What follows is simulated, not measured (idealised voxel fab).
process module | voxel self aligned contacts
cross-section cut | 225 nm wide | cells 5 nm
A cross-section is a grid of square cells, given in bands from the top down. A band is one or more rows of cells.
Each band's line starts with the height of the band's top and of its bottom, in nm. Then come its materials from left to right, each with its width in nm. One material with "throughout" fills the band from edge to edge. "air" is empty space.
Height 0 is the level under which the wafer as received is all one material. The lowest band goes on downwards, as in "0 down".
A width such as "30 to 40" changes by the same amount from each row of cells to the next, from the band's top row to its bottom row.
"no change" after a step means that no cell of the cross-section changed.
closed voids: empty space of 8 cells or more with no open way to the top, each as width x height at its distance from the left edge, in nm
after a step's settings: what the simulator itself notes on the step
overlay nm, on a step with a mask: how far to the right of its planned place the mask lay; to the left if negative
plan
1 op RECEIVE | material Si
2 op OXIDIZE | depth nm 5
3 op DIRECTIONAL_DEP | material polySi | thk nm 30
4 op DIRECTIONAL_DEP | material SiN | thk nm 25
5 op MASKED_ETCH | tone cover | mask id GATE | width nm 30 | pitch nm 75 | etch materials SiN | depth nm 25 | overlay nm 0
6 op MASKED_ETCH | tone cover | mask id GATE | width nm 30 | pitch nm 75 | etch materials polySi | depth nm 30 | overlay nm 0
7 op CONFORMAL_DEP | material SiN | thk nm 10
8 op DIRECTIONAL_ETCH | etch materials SiN | depth nm 10
9 op FILL_DEP | material SiO2 | thk nm 10
10 op CMP | height nm 60
11 op PATTERN | tone open | mask id CONTACT | material resist | width nm 55 | pitch nm 75 | thk nm 15 | overlay nm 0
12 op DIRECTIONAL_ETCH | etch materials SiO2 | depth nm 65
13 op STRIP | etch materials resist
14 op CONFORMAL_DEP | material TiN | thk nm 5
15 op FILL_DEP | material Ru | thk nm 5
16 op CMP | height nm 60
17 op CONFORMAL_DEP | material SiCN | thk nm 5
as received, after step 1
  0 down: Si throughout
  closed voids: none
first wafer at the end, as planned
  65 to 60: SiCN throughout
  60 to 55: SiO2 45 | TiN 20 | Ru 15 | TiN 20 | SiO2 20 | TiN 20 | Ru 15 | TiN 20 | SiO2 50
  55 to 30: SiO2 10 | SiN 50 | TiN 5 | Ru 15 | TiN 5 | SiN 50 | TiN 5 | Ru 15 | TiN 5 | SiN 50 | SiO2 15
  30 to 0: SiO2 10 | SiN 10 | polySi 30 | SiN 10 | TiN 5 | Ru 15 | TiN 5 | SiN 10 | polySi 30 | SiN 10 | TiN 5 | Ru 15 | TiN 5 | SiN 10 | polySi 30 | SiN 10 | SiO2 15
  0 to -5: SiO2 60 | TiN 25 | SiO2 50 | TiN 25 | SiO2 65
  -5 down: Si throughout
  closed voids: none
second wafer at the end: like start, like plan, one mistake
  65 to 60: SiCN throughout
  60 to 55: SiO2 45 | TiN 20 | Ru 15 | TiN 20 | SiO2 20 | TiN 20 | Ru 15 | TiN 20 | SiO2 50
  55 to 30: SiO2 10 | SiN 10 | polySi 30 | SiN 10 | TiN 5 | Ru 15 | TiN 5 | SiN 10 | polySi 30 | SiN 10 | TiN 5 | Ru 15 | TiN 5 | SiN 10 | polySi 30 | SiN 10 | SiO2 15
  30 to 25: SiO2 10 | SiN 10 | polySi 30 | SiN 10 | TiN 25 | SiN 10 | polySi 30 | SiN 10 | TiN 25 | SiN 10 | polySi 30 | SiN 10 | SiO2 15
  25 to 0: SiN throughout
  0 to -5: SiO2 throughout
  -5 down: Si throughout
  closed voids: none
what went wrong: steps 3 and 4 were swapped
at the end the second wafer has, in cells: 36 fewer of Ru | 75 more of SiN | 15 fewer of SiO2 | 24 fewer of TiN
